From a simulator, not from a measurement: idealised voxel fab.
This is a process module. Its name is voxel quadruple lines.
Section shown: cut. Width: 275 nm. Cell size: 5 nm, square.
Cross-section layout: square cells on a grid; listed as bands, top to bottom; a band spans one or more cell rows. Each band's line starts with the height of the band's top and of its bottom, in nm. Then come its materials from left to right, each with its width in nm. One material with "all across" fills the band from edge to edge. "air" is empty space. Heads up on the height convention: 0 is the point under which the incoming wafer is all one material, and the lowest band has no bottom, it just keeps going down, like "0..down". A two-number width, for instance "30->40", indicates that the width is equal to the first number in the top row of the band and to the second number in the bottom row, and that it changes by a constant amount per row of cells. The designation "changes: none", where it is given for a processing step, indicates that no cell of the cross-section was altered in the course of that step. Each empty space that has no open way to the top and spans at least 8 cells appears under "Fully sealed cavities" as width x height at distance, the distance counted from the left edge, all in nm. Heads up: the bit after the settings on a step's line is the simulator's remark on that step. overlay nm: mask right of planned place by this much (step with mask). Neg. = left.

### Steps planned for the process
1) RECEIVE, material Si
2) CONFORMAL_DEP, material SiO2, thk nm 5
3) DIRECTIONAL_DEP, material Ru, thk nm 15
4) DIRECTIONAL_DEP, material polySi, thk nm 20
5) DIRECTIONAL_DEP, material aC, thk nm 20
6) PATTERN, tone cover, mask id MANDREL, material resist, width nm 30, thk nm 30, overlay nm 0
7) DIRECTIONAL_ETCH, etch materials aC, depth nm 20
8) STRIP, etch materials resist
9) CONFORMAL_DEP, material SiO2, thk nm 10
10) DIRECTIONAL_ETCH, etch materials SiO2, depth nm 10
11) STRIP, etch materials aC
12) DIRECTIONAL_ETCH, etch materials polySi, depth nm 20
13) STRIP, etch materials SiO2
14) CONFORMAL_DEP, material SiN, thk nm 10
15) DIRECTIONAL_ETCH, etch materials SiN, depth nm 10
16) STRIP, etch materials polySi
17) DIRECTIONAL_ETCH, etch materials Ru, depth nm 15
18) STRIP, etch materials SiN

### Here's what the wafer looked like in cross-section when it arrived - that's after step 1
> 0..down = Si all across
> Fully sealed cavities: none

### Cross-section, first of two wafers, end of module, run as planned
> 20..5 = 100 air / 10 Ru / 10 air / 10 Ru / 10 air / 10 Ru / 10 air / 10 Ru / 105 air
> 5..0 = SiO2 all across
> 0..down = Si all across
> Fully sealed cavities: none

### Now the second wafer, cross-sectioned at the end of the module. Nothing different at the start, nothing different in the plan compared with the first, just one mistake when it was actually run
> 20..10 = 100 air / 10 Ru / 10 air / 10 Ru / 10 air / 10 Ru / 10 air / 10 Ru / 105 air
> 10..5 = Ru all across
> 5..0 = SiO2 all across
> 0..down = Si all across
> Fully sealed cavities: none
Want to know what went wrong? step 17 changed vs plan, executed as DIRECTIONAL_ETCH, etch materials Ru, depth nm 10
End check, counted in cells, second wafer has more or fewer of these materials than the first: Ru +47
